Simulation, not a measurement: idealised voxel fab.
Process module, titled voxel self aligned contacts
Square cells of 5 nm make up the cross-section cut, whose width is 265 nm.
How to read a cross-section here: the picture is a grid of square cells, written as bands going from the top down, and any band can span one or more rows of cells.
Band: top height; bottom height; in nm. Then, left to right: material with width in nm, for each material. "full width": a single material spanning edge to edge. "empty": empty space.
Heights are measured from 0, the level below which the as-received wafer is all one material; the lowest band has no bottom and continues downward, written as in "0 down".
Top row gets the first number, bottom row gets the second, and each row in between changes by the same step: that is how a band width like "30..40" works.
It should be understood that the words "everything unchanged", when stated for a given step, signify that the cross-section underwent no change in any of its cells during that step.
"Trapped cavities" lists enclosed empty spaces (at least 8 cells, no open path upward to the top), each as width x height at distance from the left edge, in nm.
Post-settings text on a step line: simulator's own remark regarding the step.
A step line may carry the setting "overlay nm", which, for steps involving a mask, states the distance by which the mask lay to the right of its intended position; negative values denote displacement to the left.

Below is the list of planned process steps
1: RECEIVE (material Si)
2: CONFORMAL_DEP (material SiO2; thk nm 5)
3: DIRECTIONAL_DEP (material polySi; thk nm 25)
4: DIRECTIONAL_DEP (material SiN; thk nm 20)
5: PATTERN (tone cover; mask id GATE; material resist; width nm 30; pitch nm 70; thk nm 20; overlay nm 0)
6: DIRECTIONAL_ETCH (etch materials SiN; depth nm 20)
7: DIRECTIONAL_ETCH (etch materials polySi; depth nm 25)
8: STRIP (etch materials resist)
9: CONFORMAL_DEP (material SiN; thk nm 10)
10: DIRECTIONAL_ETCH (etch materials SiN; depth nm 10)
11: FILL_DEP (material SiO2; thk nm 15)
12: CMP (height nm 60)
13: MASKED_ETCH (tone open; mask id CONTACT; width nm 50; pitch nm 70; etch materials SiO2; depth nm 60; overlay nm 0)
14: CONFORMAL_DEP (material TiN; thk nm 5)
15: FILL_DEP (material Ru; thk nm 10)
16: CMP (height nm 60)
17: CONFORMAL_DEP (material SiN; thk nm 5)

This is the cross-section of the wafer as we received it, i.e. after step 1
	0 down  Si full width
	Trapped cavities: none

Post-module cross-section of the first of two wafers (run per plan)
	65 to 60  SiN full width
	60 to 50  SiO2: 70, TiN: 5..20, Ru: 40..10, TiN: 5..20, SiO2: 20, TiN: 5..20, Ru: 40..10, TiN: 5..20, SiO2: 75
	50 to 30  SiO2: 35, SiN: 50, TiN: 5, Ru: 10, TiN: 5, SiN: 50, TiN: 5, Ru: 10, TiN: 5, SiN: 50, SiO2: 40
	30 to 5  SiO2: 35, SiN: 10, polySi: 30, SiN: 10, TiN: 5, Ru: 10, TiN: 5, SiN: 10, polySi: 30, SiN: 10, TiN: 5, Ru: 10, TiN: 5, SiN: 10, polySi: 30, SiN: 10, SiO2: 40
	5 to 0  SiO2: 85, TiN: 20, SiO2: 50, TiN: 20, SiO2: 90
	0 down  Si full width
	Trapped cavities: none

Wafer two, end of module, cross-section. Same start, same plan as wafer one. One mistake in the run
	65 to 60  SiN full width
	60 to 50  SiO2: 70, TiN: 5..20, Ru: 40..10, TiN: 5..20, SiO2: 20, TiN: 5..20, Ru: 40..10, TiN: 5..20, SiO2: 75
	50 to 30  SiO2: 35, SiN: 50, TiN: 5, Ru: 10, TiN: 5, SiN: 50, TiN: 5, Ru: 10, TiN: 5, SiN: 50, SiO2: 40
	30 to 20  SiO2: 35, SiN: 10, polySi: 30, SiN: 10, TiN: 5, Ru: 10, TiN: 5, SiN: 10, polySi: 30, SiN: 10, TiN: 5, Ru: 10, TiN: 5, SiN: 10, polySi: 30, SiN: 10, SiO2: 40
	20 to 15  SiO2: 35, SiN: 10, polySi: 30, SiN: 10, TiN: 20, SiN: 10, polySi: 30, SiN: 10, TiN: 20, SiN: 10, polySi: 30, SiN: 10, SiO2: 40
	15 to 5  SiN: 45, polySi: 30, SiN: 40, polySi: 30, SiN: 40, polySi: 30, SiN: 50
	5 to 0  SiO2 full width
	0 down  Si full width
	Trapped cavities: none
Short version of what went wrong: steps 9 and 10 traded places in the executed sequence
The second wafer ends with more or fewer cells of some materials than the first, per final count: 12 fewer of Ru, 46 more of SiN, 22 fewer of SiO2, 12 fewer of TiN
